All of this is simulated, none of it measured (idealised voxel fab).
process module | voxel self aligned contacts
cross-section cut | 215 nm wide | cells 5 nm
A cross-section is a grid of square cells, given in bands from the top down. A band is one or more rows of cells.
Each band's line starts with the height of the band's top and of its bottom, in nm. Then come its materials from left to right, each with its width in nm. One material with "throughout" fills the band from edge to edge. "air" is empty space.
Height 0 is the level under which the wafer as received is all one material. The lowest band goes on downwards, as in "0 down".
A width such as "30 to 40" changes by the same amount from each row of cells to the next, from the band's top row to its bottom row.
"no change" after a step means that no cell of the cross-section changed.
closed voids: empty space of 8 cells or more with no open way to the top, each as width x height at its distance from the left edge, in nm
after a step's settings: what the simulator itself notes on the step
overlay nm, on a step with a mask: how far to the right of its planned place the mask lay; to the left if negative
plan
1 op RECEIVE | material Si
2 op CONFORMAL_DEP | material SiO2 | thk nm 5
3 op DIRECTIONAL_DEP | material polySi | thk nm 30
4 op DIRECTIONAL_DEP | material SiN | thk nm 25
5 op PATTERN | tone cover | mask id GATE | material resist | width nm 30 | pitch nm 70 | thk nm 15 | overlay nm 0
6 op DIRECTIONAL_ETCH | etch materials SiN | depth nm 25
7 op DIRECTIONAL_ETCH | etch materials polySi | depth nm 30
8 op STRIP | etch materials resist
9 op CONFORMAL_DEP | material SiN | thk nm 10
10 op DIRECTIONAL_ETCH | etch materials SiN | depth nm 10
11 op FILL_DEP | material SiO2 | thk nm 10
12 op CMP | height nm 65
13 op DIRECTIONAL_DEP | material aC | thk nm 15
14 op PATTERN | tone open | mask id CONTACT | material resist | width nm 50 | pitch nm 70 | thk nm 35 | overlay nm 0
15 op DIRECTIONAL_ETCH | etch materials aC | depth nm 15
16 op STRIP | etch materials resist
17 op DIRECTIONAL_ETCH | etch materials SiO2 | depth nm 65
18 op STRIP | etch materials aC
19 op CONFORMAL_DEP | material TiN | thk nm 5
20 op FILL_DEP | material W | thk nm 10
21 op CMP | height nm 65
22 op CONFORMAL_DEP | material SiN | thk nm 5
first wafer, as planned
as received, after step 1
  0 down: Si throughout
  closed voids: none
after step 2
  5 to 0: SiO2 throughout
  below 0: unchanged
after step 3
  35 to 5: polySi throughout
  below 5: unchanged
after step 4
  60 to 35: SiN throughout
  below 35: unchanged
after step 5
  75 to 60: air 20 | resist 30 | air 40 | resist 30 | air 40 | resist 30 | air 25
  below 60: unchanged
after step 6
  75 to 60: air 20 | resist 30 | air 40 | resist 30 | air 40 | resist 30 | air 25
  60 to 35: air 20 | SiN 30 | air 40 | SiN 30 | air 40 | SiN 30 | air 25
  below 35: unchanged
after step 7
  75 to 60: air 20 | resist 30 | air 40 | resist 30 | air 40 | resist 30 | air 25
  60 to 35: air 20 | SiN 30 | air 40 | SiN 30 | air 40 | SiN 30 | air 25
  35 to 5: air 20 | polySi 30 | air 40 | polySi 30 | air 40 | polySi 30 | air 25
  below 5: unchanged
after step 8
  60 to 35: air 20 | SiN 30 | air 40 | SiN 30 | air 40 | SiN 30 | air 25
  below 35: unchanged
after step 9
  70 to 35: air 10 | SiN 50 | air 20 | SiN 50 | air 20 | SiN 50 | air 15
  35 to 15: air 10 | SiN 10 | polySi 30 | SiN 10 | air 20 | SiN 10 | polySi 30 | SiN 10 | air 20 | SiN 10 | polySi 30 | SiN 10 | air 15
  15 to 5: SiN 20 | polySi 30 | SiN 40 | polySi 30 | SiN 40 | polySi 30 | SiN 25
  below 5: unchanged
after step 10
  60 to 35: air 10 | SiN 50 | air 20 | SiN 50 | air 20 | SiN 50 | air 15
  35 to 5: air 10 | SiN 10 | polySi 30 | SiN 10 | air 20 | SiN 10 | polySi 30 | SiN 10 | air 20 | SiN 10 | polySi 30 | SiN 10 | air 15
  below 5: unchanged
after step 11
  70 to 60: SiO2 throughout
  60 to 35: SiO2 10 | SiN 50 | SiO2 20 | SiN 50 | SiO2 20 | SiN 50 | SiO2 15
  35 to 5: SiO2 10 | SiN 10 | polySi 30 | SiN 10 | SiO2 20 | SiN 10 | polySi 30 | SiN 10 | SiO2 20 | SiN 10 | polySi 30 | SiN 10 | SiO2 15
  below 5: unchanged
after step 12
  65 to 60: SiO2 throughout
  below 60: unchanged
after step 13
  80 to 65: aC throughout
  below 65: unchanged
after step 14
  115 to 80: resist 45 | air 50 | resist 20 | air 50 | resist 50
  below 80: unchanged
after step 15
  100 to 80: resist 45 | air 50 | resist 20 | air 50 | resist 50
  80 to 65: aC 45 | air 50 | aC 20 | air 50 | aC 50
  below 65: unchanged
after step 16
  80 to 65: aC 45 | air 50 | aC 20 | air 50 | aC 50
  below 65: unchanged
after step 17
  80 to 65: aC 45 | air 50 | aC 20 | air 50 | aC 50
  65 to 60: SiO2 45 | air 50 | SiO2 20 | air 50 | SiO2 50
  60 to 35: SiO2 10 | SiN 50 | air 20 | SiN 50 | air 20 | SiN 50 | SiO2 15
  35 to 5: SiO2 10 | SiN 10 | polySi 30 | SiN 10 | air 20 | SiN 10 | polySi 30 | SiN 10 | air 20 | SiN 10 | polySi 30 | SiN 10 | SiO2 15
  5 to 0: SiO2 60 | air 20 | SiO2 50 | air 20 | SiO2 65
  below 0: unchanged
after step 18
  65 to 60: SiO2 45 | air 50 | SiO2 20 | air 50 | SiO2 50
  below 60: unchanged
after step 19
  70 to 65: TiN 50 | air 40 | TiN 30 | air 40 | TiN 55
  65 to 60: SiO2 45 | TiN 20 | air 10 | TiN 20 | SiO2 20 | TiN 20 | air 10 | TiN 20 | SiO2 50
  60 to 35: SiO2 10 | SiN 50 | TiN 5 | air 10 | TiN 5 | SiN 50 | TiN 5 | air 10 | TiN 5 | SiN 50 | SiO2 15
  35 to 5: SiO2 10 | SiN 10 | polySi 30 | SiN 10 | TiN 5 | air 10 | TiN 5 | SiN 10 | polySi 30 | SiN 10 | TiN 5 | air 10 | TiN 5 | SiN 10 | polySi 30 | SiN 10 | SiO2 15
  5 to 0: SiO2 60 | TiN 20 | SiO2 50 | TiN 20 | SiO2 65
  below 0: unchanged
after step 20
  80 to 70: W throughout
  70 to 65: TiN 50 | W 40 | TiN 30 | W 40 | TiN 55
  65 to 60: SiO2 45 | TiN 20 | W 10 | TiN 20 | SiO2 20 | TiN 20 | W 10 | TiN 20 | SiO2 50
  60 to 35: SiO2 10 | SiN 50 | TiN 5 | W 10 | TiN 5 | SiN 50 | TiN 5 | W 10 | TiN 5 | SiN 50 | SiO2 15
  35 to 5: SiO2 10 | SiN 10 | polySi 30 | SiN 10 | TiN 5 | W 10 | TiN 5 | SiN 10 | polySi 30 | SiN 10 | TiN 5 | W 10 | TiN 5 | SiN 10 | polySi 30 | SiN 10 | SiO2 15
  below 5: unchanged
after step 21
  65 to 60: SiO2 45 | TiN 20 | W 10 | TiN 20 | SiO2 20 | TiN 20 | W 10 | TiN 20 | SiO2 50
  below 60: unchanged
after step 22
  70 to 65: SiN throughout
  below 65: unchanged
second wafer: like start, like plan, one mistake. Through step 13 it matches the first wafer
when step 14 should have ended
  115 to 80: air 45 | resist 50 | air 20 | resist 50 | air 50
  below 80: unchanged
when step 15 should have ended
  100 to 80: air 45 | resist 50 | air 20 | resist 50 | air 50
  80 to 65: air 45 | aC 50 | air 20 | aC 50 | air 50
  below 65: unchanged
when step 16 should have ended
  80 to 65: air 45 | aC 50 | air 20 | aC 50 | air 50
  below 65: unchanged
when step 17 should have ended
  80 to 65: air 45 | aC 50 | air 20 | aC 50 | air 50
  65 to 60: air 45 | SiO2 50 | air 20 | SiO2 50 | air 50
  60 to 35: air 10 | SiN 50 | SiO2 20 | SiN 50 | SiO2 20 | SiN 50 | air 15
  35 to 5: air 10 | SiN 10 | polySi 30 | SiN 10 | SiO2 20 | SiN 10 | polySi 30 | SiN 10 | SiO2 20 | SiN 10 | polySi 30 | SiN 10 | air 15
  5 to 0: air 10 | SiO2 190 | air 15
  below 0: unchanged
when step 18 should have ended
  65 to 60: air 45 | SiO2 50 | air 20 | SiO2 50 | air 50
  below 60: unchanged
when step 19 should have ended
  70 to 65: air 40 | TiN 60 | air 10 | TiN 60 | air 45
  65 to 60: air 5 | TiN 40 | SiO2 50 | TiN 20 | SiO2 50 | TiN 40 | air 10
  60 to 35: air 5 | TiN 5 | SiN 50 | SiO2 20 | SiN 50 | SiO2 20 | SiN 50 | TiN 5 | air 10
  35 to 5: air 5 | TiN 5 | SiN 10 | polySi 30 | SiN 10 | SiO2 20 | SiN 10 | polySi 30 | SiN 10 | SiO2 20 | SiN 10 | polySi 30 | SiN 10 | TiN 5 | air 10
  5 to 0: TiN 10 | SiO2 190 | TiN 15
  below 0: unchanged
when step 20 should have ended
  80 to 70: W throughout
  70 to 65: W 40 | TiN 60 | W 10 | TiN 60 | W 45
  65 to 60: W 5 | TiN 40 | SiO2 50 | TiN 20 | SiO2 50 | TiN 40 | W 10
  60 to 35: W 5 | TiN 5 | SiN 50 | SiO2 20 | SiN 50 | SiO2 20 | SiN 50 | TiN 5 | W 10
  35 to 5: W 5 | TiN 5 | SiN 10 | polySi 30 | SiN 10 | SiO2 20 | SiN 10 | polySi 30 | SiN 10 | SiO2 20 | SiN 10 | polySi 30 | SiN 10 | TiN 5 | W 10
  below 5: unchanged
when step 21 should have ended
  65 to 60: W 5 | TiN 40 | SiO2 50 | TiN 20 | SiO2 50 | TiN 40 | W 10
  below 60: unchanged
when step 22 should have ended
  70 to 65: SiN throughout
  below 65: unchanged
what went wrong: step 14 ran as: op PATTERN | tone cover | mask id CONTACT | material resist | width nm 50 | pitch nm 70 | thk nm 35 | overlay nm 0
at the end the second wafer has, in cells: 33 more of SiO2 | 21 fewer of TiN | 12 fewer of W
